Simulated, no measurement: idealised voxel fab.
Proc. module: voxel fin reveal
cross-section cut | 255 nm wide | cells 5 nm
In this document a cross-section is written as a grid of square cells. It is given as a series of bands, listed from the top down, and a band is one or more rows of cells. Within each band entry, the heights of the top and of the bottom of the band appear first, in that order and in nm; the materials of the band then follow from left to right, each with its corresponding width in nm. The designation "edge to edge" on a single material indicates that it fills the band from edge to edge; the designation "empty" indicates empty space. Counting heights begins at 0, where everything beneath is, in the wafer as received, one material. The lowest band has no bottom; it goes on downwards, as "z 0 and below" shows. Read "30 to 40" as a graded width: first number on top, second number at the bottom, same change between each pair of neighbouring rows. You'll sometimes find "no alterations made" written for a step, and that's the way of saying that nowhere in the cross-section did a cell change during that step. Look at "Closed internal voids" for the closed voids: empty spaces with no open path to the top, sized 8 cells or up. Each is width x height at distance, distance from the left edge, all nm. The remark found on a step's line after its settings is issued by the simulator itself and pertains to that step. A step line may carry the setting "overlay nm", which, for steps involving a mask, states the distance by which the mask lay to the right of its intended position; negative values denote displacement to the left.

[The process steps that were planned are listed below]
1: RECEIVE (material Si)
2: CONFORMAL_DEP (material SiN; thk nm 5)
3: DIRECTIONAL_DEP (material aC; thk nm 10)
4: PATTERN (tone cover; mask id FINS; material resist; width nm 15; pitch nm 35; thk nm 25; overlay nm -15)
5: DIRECTIONAL_ETCH (etch materials aC; depth nm 10)
6: STRIP (etch materials resist)
7: DIRECTIONAL_ETCH (etch materials SiN; depth nm 5)
8: DIRECTIONAL_ETCH (etch materials Si; depth nm 30)
9: STRIP (etch materials aC)
10: FILL_DEP (material SiO2; thk nm 15)
11: CMP (height nm 5)
12: SELECTIVE_ETCH (etch materials SiO2; depth nm 15)
13: STRIP (etch materials SiN)
14: CONFORMAL_DEP (material HfO2; thk nm 5)
Across this set of wafers, the varied parameter is the overlay nm of step 4. Starting conditions are identical for every wafer, and the plan reports the value assigned to the first wafer.

[Step 1 complete: as-received cross-section of the first of several wafers]
- z 0 and below | Si edge to edge
- Closed internal voids: none

[Basically each wafer gets a line in the table, showing it at the end of the module: material by material, the cells it gained (+) or lost (-) since we got it, then its closed voids]
overlay nm -15 | +63 HfO2 | -252 Si | +168 SiO2 | Closed internal voids: none
overlay nm -10 | +63 HfO2 | -252 Si | +168 SiO2 | Closed internal voids: none
overlay nm -5 | +63 HfO2 | -252 Si | +168 SiO2 | Closed internal voids: none
overlay nm 0 | +63 HfO2 | -252 Si | +168 SiO2 | Closed internal voids: none
overlay nm 5 | +63 HfO2 | -252 Si | +168 SiO2 | Closed internal voids: none
overlay nm 10 | +63 HfO2 | -252 Si | +168 SiO2 | Closed internal voids: none
overlay nm 15 | +63 HfO2 | -252 Si | +168 SiO2 | Closed internal voids: none
